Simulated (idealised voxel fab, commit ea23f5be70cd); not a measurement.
Herein follows the process module entitled voxel gate over fins.
cross-section cut | 300 nm wide | cells 5 nm
Each cross-section below is a grid of square cells, stated as bands in top-down order, with one or more rows of cells making up each band. What a band's entry tells you: where the top is and where the bottom is, as heights in nm, and after that what lies inside, material by material from left to right, each with its width in nm. Empty space is written as the word "empty", and a single material marked with the word "all across" occupies the band from edge to edge. We count height from 0. Below that, the starting wafer is all one material. The lowest band never ends at the bottom but goes on down; see "z 0 and below" for how that is written. Width: "30..40" (first number = top row, second number = bottom row, same change from row to row of cells). "nothing different" means the step left every cell of the cross-section as it was. Closed-off voids of 8+ cells (no open route to the top) go in "Closed voids list", written width x height at distance from the left edge, in nm. Read whatever lies past the settings on a step's line as the simulator's own remark about the step. overlay nm: right-of-plan distance of the mask on a masked step; negative values mean left-of-plan.
[Set out below are the planned steps of the process]
- 1: RECEIVE, material Si
- 2: CONFORMAL_DEP, material SiN, thk nm 5
- 3: MASKED_ETCH, tone cover, mask id FINS, width nm 15, pitch nm 55, etch materials SiN, depth nm 5, overlay nm 0
- 4: MASKED_ETCH, tone cover, mask id FINS, width nm 15, pitch nm 55, etch materials Si, depth nm 40, overlay nm -15
- 5: OXIDIZE, depth nm 5
- 6: FILL_DEP, material SiO2, thk nm 10
- 7: CMP, height nm 5
- 8: DIRECTIONAL_DEP, material aC, thk nm 10
- 9: PATTERN, tone open, mask id RAIL, material resist, width nm 15, thk nm 25, overlay nm 0
- 10: DIRECTIONAL_ETCH, etch materials aC, depth nm 10
- 11: STRIP, etch materials resist
- 12: DIRECTIONAL_ETCH, etch materials SiO2, depth nm 40
- 13: STRIP, etch materials aC
- 14: CONFORMAL_DEP, material TiN, thk nm 5
- 15: FILL_DEP, material W, thk nm 10
- 16: CMP, height nm 5
- 17: SELECTIVE_ETCH, etch materials W Ru TiN, depth nm 25
- 18: FILL_DEP, material SiO2, thk nm 5
- 19: CMP, height nm 5
- 20: SELECTIVE_ETCH, etch materials SiO2, depth nm 15
- 21: STRIP, etch materials SiN
- 22: CONFORMAL_DEP, material HfO2, thk nm 5
- 23: CONFORMAL_DEP, material TiN, thk nm 5
- 24: CONFORMAL_DEP, material TiAl, thk nm 5
- 25: CONFORMAL_DEP, material TiN, thk nm 5
- 26: FILL_DEP, material W, thk nm 15
- 27: CMP, height nm 30
- 28: CONFORMAL_DEP, material SiN, thk nm 5
Don't read the plan's overlay nm for step 4 as applying to every wafer: that's the first wafer's value, and the wafers differ in it, though they all start identical.
[First of several wafers (as received, post step 1), cross-sectional view]
* z 0 and below | Si all across
* Closed voids list: none
[The rows of the table below are wafers. Looking at the end of the module, a row counts, for every material, the cells the wafer has gained, shown as (+), or lost, shown as (-), since it was received; its closed voids come next]
overlay nm -15; +76 HfO2; -408 Si; +60 SiN; +299 SiO2; +76 TiAl; +156 TiN; +161 W; Closed voids list: none
overlay nm -10; +76 HfO2; -440 Si; +60 SiN; +327 SiO2; +76 TiAl; +159 TiN; +162 W; Closed voids list: none
overlay nm -5; +76 HfO2; -472 Si; +60 SiN; +355 SiO2; +76 TiAl; +159 TiN; +166 W; Closed voids list: none
overlay nm 0; +76 HfO2; -504 Si; +60 SiN; +383 SiO2; +76 TiAl; +159 TiN; +170 W; Closed voids list: none
overlay nm 5; +76 HfO2; -472 Si; +60 SiN; +355 SiO2; +76 TiAl; +159 TiN; +166 W; Closed voids list: none
overlay nm 10; +76 HfO2; -440 Si; +60 SiN; +327 SiO2; +76 TiAl; +159 TiN; +162 W; Closed voids list: none
overlay nm 15; +76 HfO2; -408 Si; +60 SiN; +299 SiO2; +76 TiAl; +156 TiN; +161 W; Closed voids list: none
